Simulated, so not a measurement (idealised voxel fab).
Herein follows the process module entitled voxel self aligned vias.
Section cut is 145 nm wide and gridded with 5 nm square cells.
Reading order for cross-sections: top band down to bottom band. Underlying form: a grid of square cells. Band size: one or more rows of cells.
Heads up on the band format: heights come first, top then bottom, in nm. After that it's the materials left to right, each with its width in nm. A single material flagged "full width" fills the whole band edge to edge, and "blank" means there's empty space there.
Note: height 0 marks the level under which the wafer is uniformly one material as received. Lowest band unbounded below, written "0 and below".
Top row gets the first number, bottom row gets the second, and each row in between changes by the same step: that is how a band width like "30..40" works.
"nothing changed" for a step: no cell of the cross-section changed in that step.
Enclosed voids (no open way to top), threshold 8 cells or more, entry "Trapped voids", notation width x height at distance, distance from left edge, nm.
Heads up: the bit after the settings on a step's line is the simulator's remark on that step.
overlay nm, on a step with a mask: how far to the right of its planned place the mask lay; to the left if negative

### Steps planned for the process
1: RECEIVE with material Si
2: CONFORMAL_DEP with material SiO2, thk nm 15
3: CONFORMAL_DEP with material SiCN, thk nm 5
4: DIRECTIONAL_DEP with material SiO2, thk nm 20
5: PATTERN with tone open, mask id LINES, material resist, width nm 20, pitch nm 50, thk nm 20, overlay nm 0
6: DIRECTIONAL_ETCH with etch materials SiO2, depth nm 20
7: STRIP with etch materials resist
8: CONFORMAL_DEP with material TiN, thk nm 5
9: FILL_DEP with material Ru, thk nm 10
10: CMP with height nm 40
11: SELECTIVE_ETCH with etch materials W Ru TiN, depth nm 5
12: FILL_DEP with material SiN, thk nm 5
13: CMP with height nm 40
14: DIRECTIONAL_DEP with material SiO2, thk nm 15
15: PATTERN with tone open, mask id VIAS, material resist, width nm 30, pitch nm 50, thk nm 20, overlay nm 0
16: DIRECTIONAL_ETCH with etch materials SiO2, depth nm 15
17: DIRECTIONAL_ETCH with etch materials SiN, depth nm 5
18: STRIP with etch materials resist
19: CONFORMAL_DEP with material TiN, thk nm 5
20: FILL_DEP with material W, thk nm 10
21: CMP with height nm 55
22: CONFORMAL_DEP with material SiCN, thk nm 5

### Incoming wafer in cross-section (state: after step 1)
0 and below = Si full width
Trapped voids: none

### a wafer at the end: this start, this plan, one mistake
60 down to 55 = SiCN full width
55 down to 40 = SiO2 (35) | TiN (5) | W (10) | TiN (5) | SiO2 (30) | TiN (5) | W (10) | TiN (5) | SiO2 (40)
40 down to 35 = SiO2 (35) | TiN (20) | SiO2 (30) | TiN (20) | SiO2 (40)
35 down to 25 = SiO2 (35) | TiN (5) | Ru (10) | TiN (5) | SiO2 (30) | TiN (5) | Ru (10) | TiN (5) | SiO2 (40)
25 down to 20 = SiO2 (35) | TiN (20) | SiO2 (30) | TiN (20) | SiO2 (40)
20 down to 15 = SiCN full width
15 down to 0 = SiO2 full width
0 and below = Si full width
Trapped voids: none
Finding, execution versus plan: rather than as planned, step 15 actually ran as PATTERN with tone open, mask id VIAS, material resist, width nm 20, pitch nm 50, thk nm 20, overlay nm 0
